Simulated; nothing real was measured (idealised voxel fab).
process module | voxel trench capacitor
cross-section cut | 260 nm wide | cells 5 nm
A cross-section is a grid of square cells, given in bands from the top down. A band is one or more rows of cells.
Each band's line starts with the height of the band's top and of its bottom, in nm. Then come its materials from left to right, each with its width in nm. One material with "throughout" fills the band from edge to edge. "air" is empty space.
Height 0 is the level under which the wafer as received is all one material. The lowest band goes on downwards, as in "0 down".
A width such as "30 to 40" changes by the same amount from each row of cells to the next, from the band's top row to its bottom row.
"no change" after a step means that no cell of the cross-section changed.
closed voids: empty space of 8 cells or more with no open way to the top, each as width x height at its distance from the left edge, in nm
after a step's settings: what the simulator itself notes on the step
overlay nm, on a step with a mask: how far to the right of its planned place the mask lay; to the left if negative
plan
1 op RECEIVE | material Si
2 op CONFORMAL_DEP | material SiN | thk nm 5
3 op DIRECTIONAL_DEP | material aC | thk nm 10
4 op PATTERN | tone open | mask id TRENCH | material resist | width nm 20 | pitch nm 40 | thk nm 30 | overlay nm 0
5 op DIRECTIONAL_ETCH | etch materials aC | depth nm 10
6 op STRIP | etch materials resist
7 op DIRECTIONAL_ETCH | etch materials SiN | depth nm 5
8 op DIRECTIONAL_ETCH | etch materials Si | depth nm 30
9 op STRIP | etch materials aC
10 op CONFORMAL_DEP | material Al2O3 | thk nm 5
11 op FILL_DEP | material polySi | thk nm 10
12 op CMP | height nm 5
first wafer, as planned
as received, after step 1
  0 down: Si throughout
  closed voids: none
after step 2
  5 to 0: SiN throughout
  below 0: unchanged
after step 3
  15 to 5: aC throughout
  below 5: unchanged
after step 4
  45 to 15: resist 100 | air 20 | resist 20 | air 20 | resist 100
  below 15: unchanged
after step 5
  35 to 15: resist 100 | air 20 | resist 20 | air 20 | resist 100
  15 to 5: aC 100 | air 20 | aC 20 | air 20 | aC 100
  below 5: unchanged
after step 6
  15 to 5: aC 100 | air 20 | aC 20 | air 20 | aC 100
  below 5: unchanged
after step 7
  15 to 5: aC 100 | air 20 | aC 20 | air 20 | aC 100
  5 to 0: SiN 100 | air 20 | SiN 20 | air 20 | SiN 100
  below 0: unchanged
after step 8
  15 to 5: aC 100 | air 20 | aC 20 | air 20 | aC 100
  5 to 0: SiN 100 | air 20 | SiN 20 | air 20 | SiN 100
  0 to -30: Si 100 | air 20 | Si 20 | air 20 | Si 100
  below -30: unchanged
after step 9
  5 to 0: SiN 100 | air 20 | SiN 20 | air 20 | SiN 100
  below 0: unchanged
after step 10
  10 to 5: Al2O3 105 | air 10 | Al2O3 30 | air 10 | Al2O3 105
  5 to 0: SiN 100 | Al2O3 5 | air 10 | Al2O3 5 | SiN 20 | Al2O3 5 | air 10 | Al2O3 5 | SiN 100
  0 to -25: Si 100 | Al2O3 5 | air 10 | Al2O3 5 | Si 20 | Al2O3 5 | air 10 | Al2O3 5 | Si 100
  -25 to -30: Si 100 | Al2O3 20 | Si 20 | Al2O3 20 | Si 100
  below -30: unchanged
after step 11
  20 to 10: polySi throughout
  10 to 5: Al2O3 105 | polySi 10 | Al2O3 30 | polySi 10 | Al2O3 105
  5 to 0: SiN 100 | Al2O3 5 | polySi 10 | Al2O3 5 | SiN 20 | Al2O3 5 | polySi 10 | Al2O3 5 | SiN 100
  0 to -25: Si 100 | Al2O3 5 | polySi 10 | Al2O3 5 | Si 20 | Al2O3 5 | polySi 10 | Al2O3 5 | Si 100
  below -25: unchanged
after step 12
  5 to 0: SiN 100 | Al2O3 5 | polySi 10 | Al2O3 5 | SiN 20 | Al2O3 5 | polySi 10 | Al2O3 5 | SiN 100
  below 0: unchanged
second wafer: like start, like plan, one mistake. Through step 3 it matches the first wafer
when step 4 should have ended
  45 to 15: resist 100 | air 25 | resist 15 | air 25 | resist 95
  below 15: unchanged
when step 5 should have ended
  35 to 15: resist 100 | air 25 | resist 15 | air 25 | resist 95
  15 to 5: aC 100 | air 25 | aC 15 | air 25 | aC 95
  below 5: unchanged
when step 6 should have ended
  15 to 5: aC 100 | air 25 | aC 15 | air 25 | aC 95
  below 5: unchanged
when step 7 should have ended
  15 to 5: aC 100 | air 25 | aC 15 | air 25 | aC 95
  5 to 0: SiN 100 | air 25 | SiN 15 | air 25 | SiN 95
  below 0: unchanged
when step 8 should have ended
  15 to 5: aC 100 | air 25 | aC 15 | air 25 | aC 95
  5 to 0: SiN 100 | air 25 | SiN 15 | air 25 | SiN 95
  0 to -30: Si 100 | air 25 | Si 15 | air 25 | Si 95
  below -30: unchanged
when step 9 should have ended
  5 to 0: SiN 100 | air 25 | SiN 15 | air 25 | SiN 95
  below 0: unchanged
when step 10 should have ended
  10 to 5: Al2O3 105 | air 15 | Al2O3 25 | air 15 | Al2O3 100
  5 to 0: SiN 100 | Al2O3 5 | air 15 | Al2O3 5 | SiN 15 | Al2O3 5 | air 15 | Al2O3 5 | SiN 95
  0 to -25: Si 100 | Al2O3 5 | air 15 | Al2O3 5 | Si 15 | Al2O3 5 | air 15 | Al2O3 5 | Si 95
  -25 to -30: Si 100 | Al2O3 25 | Si 15 | Al2O3 25 | Si 95
  below -30: unchanged
when step 11 should have ended
  20 to 10: polySi throughout
  10 to 5: Al2O3 105 | polySi 15 | Al2O3 25 | polySi 15 | Al2O3 100
  5 to 0: SiN 100 | Al2O3 5 | polySi 15 | Al2O3 5 | SiN 15 | Al2O3 5 | polySi 15 | Al2O3 5 | SiN 95
  0 to -25: Si 100 | Al2O3 5 | polySi 15 | Al2O3 5 | Si 15 | Al2O3 5 | polySi 15 | Al2O3 5 | Si 95
  below -25: unchanged
when step 12 should have ended
  5 to 0: SiN 100 | Al2O3 5 | polySi 15 | Al2O3 5 | SiN 15 | Al2O3 5 | polySi 15 | Al2O3 5 | SiN 95
  below 0: unchanged
what went wrong: step 4 ran as: op PATTERN | tone open | mask id TRENCH | material resist | width nm 25 | pitch nm 40 | thk nm 30 | overlay nm 0
at the end the second wafer has, in cells: 2 more of Al2O3 | 12 fewer of Si | 2 fewer of SiN | 12 more of polySi
